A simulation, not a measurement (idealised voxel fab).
process module | voxel self aligned contacts
cross-section cut | 210 nm wide | cells 5 nm
A cross-section is a grid of square cells, given in bands from the top down. A band is one or more rows of cells.
Each band's line starts with the height of the band's top and of its bottom, in nm. Then come its materials from left to right, each with its width in nm. One material with "throughout" fills the band from edge to edge. "air" is empty space.
Height 0 is the level under which the wafer as received is all one material. The lowest band goes on downwards, as in "0 down".
A width such as "30 to 40" changes by the same amount from each row of cells to the next, from the band's top row to its bottom row.
"no change" after a step means that no cell of the cross-section changed.
closed voids: empty space of 8 cells or more with no open way to the top, each as width x height at its distance from the left edge, in nm
after a step's settings: what the simulator itself notes on the step
overlay nm, on a step with a mask: how far to the right of its planned place the mask lay; to the left if negative
plan
1 op RECEIVE | material Si
2 op CONFORMAL_DEP | material SiO2 | thk nm 5
3 op DIRECTIONAL_DEP | material polySi | thk nm 30
4 op DIRECTIONAL_DEP | material SiN | thk nm 20
5 op PATTERN | tone cover | mask id GATE | material resist | width nm 25 | pitch nm 50 | thk nm 15 | overlay nm 0
6 op DIRECTIONAL_ETCH | etch materials SiN | depth nm 20
7 op DIRECTIONAL_ETCH | etch materials polySi | depth nm 30
8 op STRIP | etch materials resist
9 op CONFORMAL_DEP | material SiN | thk nm 5
10 op DIRECTIONAL_ETCH | etch materials SiN | depth nm 5
11 op FILL_DEP | material SiO2 | thk nm 10
12 op CMP | height nm 60
13 op PATTERN | tone open | mask id CONTACT | material resist | width nm 35 | thk nm 15 | overlay nm 0
14 op DIRECTIONAL_ETCH | etch materials SiO2 | depth nm 60
15 op STRIP | etch materials resist
16 op CONFORMAL_DEP | material TiN | thk nm 5
17 op FILL_DEP | material Ru | thk nm 5
18 op CMP | height nm 60
19 op CONFORMAL_DEP | material SiN | thk nm 5
as received, after step 1
  0 down: Si throughout
  closed voids: none
first wafer at the end, as planned
  65 to 60: SiN throughout
  60 to 55: SiO2 85 | TiN 15 | Ru 5 | TiN 15 | SiO2 90
  55 to 35: SiO2 60 | SiN 35 | TiN 5 | Ru 5 | TiN 5 | SiN 35 | SiO2 65
  35 to 5: SiO2 60 | SiN 5 | polySi 25 | SiN 5 | TiN 5 | Ru 5 | TiN 5 | SiN 5 | polySi 25 | SiN 5 | SiO2 65
  5 to 0: SiO2 95 | TiN 15 | SiO2 100
  0 down: Si throughout
  closed voids: none
second wafer at the end: like start, like plan, one mistake
  65 to 60: TiN throughout
  60 to 55: SiO2 85 | TiN 15 | Ru 5 | TiN 15 | SiO2 90
  55 to 35: SiO2 60 | SiN 35 | TiN 5 | Ru 5 | TiN 5 | SiN 35 | SiO2 65
  35 to 5: SiO2 60 | SiN 5 | polySi 25 | SiN 5 | TiN 5 | Ru 5 | TiN 5 | SiN 5 | polySi 25 | SiN 5 | SiO2 65
  5 to 0: SiO2 95 | TiN 15 | SiO2 100
  0 down: Si throughout
  closed voids: none
what went wrong: step 19 ran as: op CONFORMAL_DEP | material TiN | thk nm 5
at the end the second wafer has, in cells: 42 fewer of SiN | 42 more of TiN
